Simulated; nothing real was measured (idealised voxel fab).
process module | voxel self aligned contacts
cross-section cut | 185 nm wide | cells 5 nm
A cross-section is a grid of square cells, given in bands from the top down. A band is one or more rows of cells.
Each band's line starts with the height of the band's top and of its bottom, in nm. Then come its materials from left to right, each with its width in nm. One material with "throughout" fills the band from edge to edge. "air" is empty space.
Height 0 is the level under which the wafer as received is all one material. The lowest band goes on downwards, as in "0 down".
A width such as "30 to 40" changes by the same amount from each row of cells to the next, from the band's top row to its bottom row.
"no change" after a step means that no cell of the cross-section changed.
closed voids: empty space of 8 cells or more with no open way to the top, each as width x height at its distance from the left edge, in nm
after a step's settings: what the simulator itself notes on the step
overlay nm, on a step with a mask: how far to the right of its planned place the mask lay; to the left if negative
plan
1 op RECEIVE | material Si
2 op CONFORMAL_DEP | material SiO2 | thk nm 5
3 op DIRECTIONAL_DEP | material polySi | thk nm 20
4 op DIRECTIONAL_DEP | material SiN | thk nm 20
5 op PATTERN | tone cover | mask id GATE | material resist | width nm 25 | pitch nm 60 | thk nm 15 | overlay nm 0
6 op DIRECTIONAL_ETCH | etch materials SiN | depth nm 20
7 op DIRECTIONAL_ETCH | etch materials polySi | depth nm 20
8 op STRIP | etch materials resist
9 op CONFORMAL_DEP | material SiN | thk nm 5
10 op DIRECTIONAL_ETCH | etch materials SiN | depth nm 5
11 op FILL_DEP | material SiO2 | thk nm 15
12 op CMP | height nm 50
13 op PATTERN | tone open | mask id CONTACT | material resist | width nm 45 | thk nm 15 | overlay nm 0
14 op DIRECTIONAL_ETCH | etch materials SiO2 | depth nm 50
15 op STRIP | etch materials resist
16 op CONFORMAL_DEP | material TiN | thk nm 5
17 op FILL_DEP | material Ru | thk nm 5
18 op CMP | height nm 50
19 op CONFORMAL_DEP | material SiN | thk nm 5
as received, after step 1
  0 down: Si throughout
  closed voids: none
first wafer at the end, as planned
  55 to 50: SiN throughout
  50 to 45: SiO2 70 | TiN 15 | Ru 15 | TiN 15 | SiO2 70
  45 to 25: SiO2 45 | SiN 35 | TiN 5 | Ru 15 | TiN 5 | SiN 35 | SiO2 45
  25 to 5: SiO2 45 | SiN 5 | polySi 25 | SiN 5 | TiN 5 | Ru 15 | TiN 5 | SiN 5 | polySi 25 | SiN 5 | SiO2 45
  5 to 0: SiO2 80 | TiN 25 | SiO2 80
  0 down: Si throughout
  closed voids: none
second wafer at the end: like start, like plan, one mistake
  55 to 50: SiN throughout
  50 to 45: SiO2 45 | SiN 35 | TiN 25 | SiN 35 | SiO2 45
  45 to 25: SiN throughout
  25 to 5: polySi throughout
  5 to 0: SiO2 throughout
  0 down: Si throughout
  closed voids: none
what went wrong: step 4 was run twice
at the end the second wafer has, in cells: 27 fewer of Ru | 90 more of SiN | 149 fewer of SiO2 | 22 fewer of TiN | 108 more of polySi
